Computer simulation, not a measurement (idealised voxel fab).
voxel self aligned contacts: a process module
cross-section cut | 185 nm wide | cells 5 nm
A cross-section in this document is a grid of square cells, and it is written down as bands, the top band listed before the ones below it; a band is made up of one or more rows of cells. This entry defines a band. It first specifies the height of the band's top and the height of its bottom in nm, and then specifies the band's materials from left to right, stating each material with its width in nm. The word "all across" identifies a single material that fills the band from edge to edge, while the word "empty" identifies empty space. Heights are reckoned from 0. Under this level, the received wafer is all of one material. The bottommost band is open-ended downward, for example "top 0, no bottom". Width "30..40": first value at the band's top row of cells, second value at its bottom row, equal change from row to row. Basically "nothing got changed" means that step didn't change any cell in the cross-section. This entry, "Catalogued sealed voids", enumerates those empty regions of no fewer than 8 cells that possess no open connection to the top. Each region is reported in the form width x height at distance, the distance being taken from the left edge, with all three quantities expressed in nm. Read whatever lies past the settings on a step's line as the simulator's own remark about the step. The line of a step may include "overlay nm". On a step with a mask, this value is how far to the right of its planned place the mask lay. A negative value means the mask lay to the left.

# The process steps that were planned are listed below
1: RECEIVE: material Si
2: CONFORMAL_DEP: material SiO2, thk nm 5
3: DIRECTIONAL_DEP: material polySi, thk nm 25
4: DIRECTIONAL_DEP: material SiN, thk nm 20
5: PATTERN: tone cover, mask id GATE, material resist, width nm 25, pitch nm 60, thk nm 20, overlay nm 0
6: DIRECTIONAL_ETCH: etch materials SiN, depth nm 20
7: DIRECTIONAL_ETCH: etch materials polySi, depth nm 25
8: STRIP: etch materials resist
9: CONFORMAL_DEP: material SiN, thk nm 5
10: DIRECTIONAL_ETCH: etch materials SiN, depth nm 5
11: FILL_DEP: material SiO2, thk nm 20
12: CMP: height nm 60
13: PATTERN: tone open, mask id CONTACT, material resist, width nm 45, pitch nm 60, thk nm 15, overlay nm 0
14: DIRECTIONAL_ETCH: etch materials SiO2, depth nm 60
15: STRIP: etch materials resist
16: CONFORMAL_DEP: material TiN, thk nm 5
17: FILL_DEP: material Ru, thk nm 10
18: CMP: height nm 60
19: CONFORMAL_DEP: material SiCN, thk nm 5

# Cross-section of the incoming wafer, state after step 1
  top 0, no bottom: Si all across
  Catalogued sealed voids: none

# a wafer at the end: this start, this plan, one mistake
  top 65, bottom 60: SiCN all across
  top 60, bottom 55: SiO2 (40) / TiN (5) / Ru (35) / TiN (5) / SiO2 (15) / TiN (5) / Ru (35) / TiN (5) / SiO2 (40)
  top 55, bottom 50: SiO2 (40) / TiN (45) / SiO2 (15) / TiN (45) / SiO2 (40)
  top 50, bottom 30: SiN (25) / SiO2 (15) / SiN (45) / SiO2 (15) / SiN (45) / SiO2 (15) / SiN (25)
  top 30, bottom 5: polySi (20) / SiN (5) / SiO2 (15) / SiN (5) / polySi (35) / SiN (5) / SiO2 (15) / SiN (5) / polySi (35) / SiN (5) / SiO2 (15) / SiN (5) / polySi (20)
  top 5, bottom 0: SiO2 all across
  top 0, no bottom: Si all across
  Catalogued sealed voids: none
Nonconformance to the process plan: step 5 went in with a setting other than planned; the actual run was PATTERN: tone open, mask id GATE, material resist, width nm 25, pitch nm 60, thk nm 20, overlay nm 0
